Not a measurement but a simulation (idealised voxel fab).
Process module heading - voxel released beams
225 nm wide, 5 nm square cells: that's cross-section cut.
Reading order for cross-sections: top band down to bottom band. Underlying form: a grid of square cells. Band size: one or more rows of cells. Each band's line starts with the height of the band's top and of its bottom, in nm. Then come its materials from left to right, each with its width in nm. One material with "full width" fills the band from edge to edge. "air" is empty space. Height is counted from the level 0, under which the received wafer is composed throughout of one material. The lowest of the bands is not closed at the bottom but continues downward, in the notation "0 down". The width entry "30->40" should be interpreted row by row: the top row of cells in the band takes the first number, the bottom row takes the second number, and the change between adjacent rows is uniform throughout. "nothing got changed" -> step changed no cross-section cell. Heads up: "Fully closed voids" only lists the empty pockets with no open path to the top that are 8 cells or more, and it writes them as width x height at distance, distance from the left edge, in nm. Past the settings on a step's line: simulator remark, on that step. The "overlay nm" setting may appear on a step's line; for a step that uses a mask, it gives how far to the right of its planned position the mask lay, and a negative value indicates the left.
# List of planned process steps
1: RECEIVE, material Si
2: CONFORMAL_DEP, material SiN, thk nm 5
3: DIRECTIONAL_DEP, material SiO2, thk nm 10
4: DIRECTIONAL_DEP, material aC, thk nm 15
5: PATTERN, tone open, mask id ANCHOR, material resist, width nm 45, thk nm 35, overlay nm 0
6: DIRECTIONAL_ETCH, etch materials aC, depth nm 15
7: STRIP, etch materials resist
8: DIRECTIONAL_ETCH, etch materials SiO2, depth nm 10
9: STRIP, etch materials aC
10: CONFORMAL_DEP, material TiN, thk nm 15
11: PATTERN, tone cover, mask id BEAM, material resist, width nm 90, thk nm 20, overlay nm 0
12: DIRECTIONAL_ETCH, etch materials TiN, depth nm 15
13: STRIP, etch materials resist
14: STRIP, etch materials SiO2
# The first of a set of two wafers, run to plan
# Wafer cross-section on receipt, i.e. after step 1
    0 down  Si full width
    Fully closed voids: none
# Wafer after step 2 (cross-section)
    5 to 0  SiN full width
    Heights below 0 show no change.
# Wafer after step 3 (cross-section)
    15 to 5  SiO2 full width
    Heights below 5 show no change.
# Wafer after step 4 (cross-section)
    30 to 15  aC full width
    Heights below 15 show no change.
# Wafer after step 5 (cross-section)
    65 to 30  70 nm resist / 45 nm air / 110 nm resist
    Heights below 30 show no change.
# Wafer after step 6 (cross-section)
    50 to 30  70 nm resist / 45 nm air / 110 nm resist
    30 to 15  70 nm aC / 45 nm air / 110 nm aC
    Heights below 15 show no change.
# Wafer after step 7 (cross-section)
    30 to 15  70 nm aC / 45 nm air / 110 nm aC
    Heights below 15 show no change.
# Wafer after step 8 (cross-section)
    30 to 15  70 nm aC / 45 nm air / 110 nm aC
    15 to 5  70 nm SiO2 / 45 nm air / 110 nm SiO2
    Heights below 5 show no change.
# Wafer after step 9 (cross-section)
    15 to 5  70 nm SiO2 / 45 nm air / 110 nm SiO2
    Heights below 5 show no change.
# Wafer after step 10 (cross-section)
    30 to 20  85 nm TiN / 15 nm air / 125 nm TiN
    20 to 15  TiN full width
    15 to 5  70 nm SiO2 / 45 nm TiN / 110 nm SiO2
    Heights below 5 show no change.
# Wafer after step 11 (cross-section)
    50 to 30  65 nm air / 90 nm resist / 70 nm air
    30 to 20  85 nm TiN / 15 nm resist / 125 nm TiN
    Heights below 20 show no change.
# Wafer after step 12 (cross-section)
    50 to 30  65 nm air / 90 nm resist / 70 nm air
    30 to 20  65 nm air / 20 nm TiN / 15 nm resist / 55 nm TiN / 70 nm air
    20 to 15  65 nm air / 90 nm TiN / 70 nm air
    Heights below 15 show no change.
# Wafer after step 13 (cross-section)
    30 to 20  65 nm air / 20 nm TiN / 15 nm air / 55 nm TiN / 70 nm air
    Heights below 20 show no change.
# Wafer after step 14 (cross-section)
    30 to 20  65 nm air / 20 nm TiN / 15 nm air / 55 nm TiN / 70 nm air
    20 to 15  65 nm air / 90 nm TiN / 70 nm air
    15 to 5  70 nm air / 45 nm TiN / 110 nm air
    Heights below 5 show no change.
# Wafer two of two - same starting point, same process plan, one mistake in execution; matches wafer one up to and including step 1
# Second wafer: cross-section at the scheduled end of step 2
    10 to 0  SiO2 full width
    Heights below 0 show no change.
# Second wafer: cross-section at the scheduled end of step 3
    15 to 10  SiN full width
    Heights below 10 show no change.
# Second wafer: cross-section at the scheduled end of step 4
    30 to 15  aC full width
    Heights below 15 show no change.
# Second wafer: cross-section at the scheduled end of step 5
    65 to 30  70 nm resist / 45 nm air / 110 nm resist
    Heights below 30 show no change.
# Second wafer: cross-section at the scheduled end of step 6
    50 to 30  70 nm resist / 45 nm air / 110 nm resist
    30 to 15  70 nm aC / 45 nm air / 110 nm aC
    Heights below 15 show no change.
# Second wafer: cross-section at the scheduled end of step 7
    30 to 15  70 nm aC / 45 nm air / 110 nm aC
    Heights below 15 show no change.
Second wafer: cross-section at the scheduled end of step 8: nothing got changed
# Second wafer: cross-section at the scheduled end of step 9
    15 to 10  SiN full width
    Heights below 10 show no change.
# Second wafer: cross-section at the scheduled end of step 10
    30 to 15  TiN full width
    Heights below 15 show no change.
# Second wafer: cross-section at the scheduled end of step 11
    50 to 30  65 nm air / 90 nm resist / 70 nm air
    Heights below 30 show no change.
# Second wafer: cross-section at the scheduled end of step 12
    50 to 30  65 nm air / 90 nm resist / 70 nm air
    30 to 15  65 nm air / 90 nm TiN / 70 nm air
    Heights below 15 show no change.
# Second wafer: cross-section at the scheduled end of step 13
    30 to 15  65 nm air / 90 nm TiN / 70 nm air
    Heights below 15 show no change.
Second wafer: cross-section at the scheduled end of step 14: nothing got changed
Error vs. plan: steps 2 and 3: order swapped relative to plan
Looking at both finished wafers in cells, the second ends up ahead of or behind the first on some materials: SiO2 +90 | TiN -12
